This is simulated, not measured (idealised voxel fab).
Process module under the name voxel air gaps
Section cut is 155 nm wide and gridded with 5 nm square cells.
Think of the cross-section as a grid of square cells. We describe it in bands, top to bottom, and each band covers one or more rows of those cells. Band: top and bottom heights (nm) first, top before bottom; then materials from left to right, widths in nm. "edge to edge" marks a sole material filling the band edge to edge. "empty" denotes empty space. For the purposes of this specification, 0 denotes the height below which the wafer in its as-received condition is composed wholly of one material, and the lowermost band, lacking a lower limit, extends downward without end, as expressed in "0 -> down". Top row gets the first number, bottom row gets the second, and each row in between changes by the same step: that is how a band width like "30..40" works. For the purposes of this document, the phrase "remains unaltered" attached to a step denotes that no cell within the cross-section was modified by that step. If an empty space has no open way to the top and is at least 8 cells in size, "Enclosed cavity list" lists it, written width x height at distance, where distance is measured from the left edge and every value is in nm. What comes after the settings on a step's line is commentary from the simulator itself on that step. overlay nm: mask right of planned place by this much (step with mask). Neg. = left.

### Intended process steps
step 1: RECEIVE [material Si]
step 2: CONFORMAL_DEP [material SiO2] [thk nm 10]
step 3: CONFORMAL_DEP [material SiCN] [thk nm 5]
step 4: DIRECTIONAL_DEP [material lowk] [thk nm 30]
step 5: DIRECTIONAL_DEP [material aC] [thk nm 10]
step 6: PATTERN [tone open] [mask id LINES] [material resist] [width nm 20] [pitch nm 45] [thk nm 25] [overlay nm -5]
step 7: DIRECTIONAL_ETCH [etch materials aC] [depth nm 10]
step 8: STRIP [etch materials resist]
step 9: DIRECTIONAL_ETCH [etch materials lowk] [depth nm 30]
step 10: STRIP [etch materials aC]
step 11: CONFORMAL_DEP [material TiN] [thk nm 5]
step 12: FILL_DEP [material Cu] [thk nm 5]
step 13: CMP [height nm 45]
step 14: EPI [material Ru] [thk nm 10]
step 15: SELECTIVE_ETCH [etch materials lowk] [depth nm 40]
step 16: CONFORMAL_DEP [material SiCN] [thk nm 5]
What sets these wafers apart? The overlay nm at step 6. They all start alike, and the plan carries the first wafer's value.

### Cross-section of the first incoming wafer of several, state after step 1
- 0 -> down: Si edge to edge
- Enclosed cavity list: none

### End of module: cross-section of the first of several wafers after step 16, the last step
- 60 -> 55: 140 SiCN, then 15 empty
- 55 -> 45: 5 SiCN, then 40 Ru, then 5 SiCN, then 40 Ru, then 5 SiCN, then 40 Ru, then 5 SiCN, then 15 empty
- 45 -> 40: 15 SiCN, then 5 TiN, then 10 Cu, then 5 TiN, then 25 SiCN, then 5 TiN, then 10 Cu, then 5 TiN, then 25 SiCN, then 5 TiN, then 10 Cu, then 5 TiN, then 15 SiCN, then 15 empty
- 40 -> 20: 10 empty, then 5 SiCN, then 5 TiN, then 10 Cu, then 5 TiN, then 5 SiCN, then 15 empty, then 5 SiCN, then 5 TiN, then 10 Cu, then 5 TiN, then 5 SiCN, then 15 empty, then 5 SiCN, then 5 TiN, then 10 Cu, then 5 TiN, then 5 SiCN, then 25 empty
- 20 -> 15: 15 SiCN, then 20 TiN, then 25 SiCN, then 20 TiN, then 25 SiCN, then 20 TiN, then 30 SiCN
- 15 -> 10: SiCN edge to edge
- 10 -> 0: SiO2 edge to edge
- 0 -> down: Si edge to edge
- Enclosed cavity list: 10 x 20 at 0; 15 x 20 at 40; 15 x 20 at 85

### Showing the last wafer in cross-section at the end of the module
- 60 -> 55: 15 empty, then 140 SiCN
- 55 -> 45: 15 empty, then 5 SiCN, then 40 Ru, then 5 SiCN, then 40 Ru, then 5 SiCN, then 40 Ru, then 5 SiCN
- 45 -> 40: 15 empty, then 15 SiCN, then 5 TiN, then 10 Cu, then 5 TiN, then 25 SiCN, then 5 TiN, then 10 Cu, then 5 TiN, then 25 SiCN, then 5 TiN, then 10 Cu, then 5 TiN, then 15 SiCN
- 40 -> 20: 25 empty, then 5 SiCN, then 5 TiN, then 10 Cu, then 5 TiN, then 5 SiCN, then 15 empty, then 5 SiCN, then 5 TiN, then 10 Cu, then 5 TiN, then 5 SiCN, then 15 empty, then 5 SiCN, then 5 TiN, then 10 Cu, then 5 TiN, then 5 SiCN, then 10 empty
- 20 -> 15: 30 SiCN, then 20 TiN, then 25 SiCN, then 20 TiN, then 25 SiCN, then 20 TiN, then 15 SiCN
- 15 -> 10: SiCN edge to edge
- 10 -> 0: SiO2 edge to edge
- 0 -> down: Si edge to edge
- Enclosed cavity list: 15 x 20 at 55; 15 x 20 at 100; 10 x 20 at 145

### Each row below is a wafer at the end of the module, listing for every material the number of cells it has gained (+) or lost (-) since it was received, followed by its closed voids
overlay nm -5, +30 Cu, +48 Ru, +126 SiCN, +62 SiO2, +42 TiN, Enclosed cavity list: 10 x 20 at 0; 15 x 20 at 40; 15 x 20 at 85
overlay nm 0, +30 Cu, +48 Ru, +126 SiCN, +62 SiO2, +42 TiN, Enclosed cavity list: 15 x 20 at 45; 15 x 20 at 90
overlay nm 5, +30 Cu, +48 Ru, +126 SiCN, +62 SiO2, +42 TiN, Enclosed cavity list: 15 x 20 at 50; 15 x 20 at 95
overlay nm 10, +30 Cu, +48 Ru, +126 SiCN, +62 SiO2, +42 TiN, Enclosed cavity list: 15 x 20 at 55; 15 x 20 at 100; 10 x 20 at 145
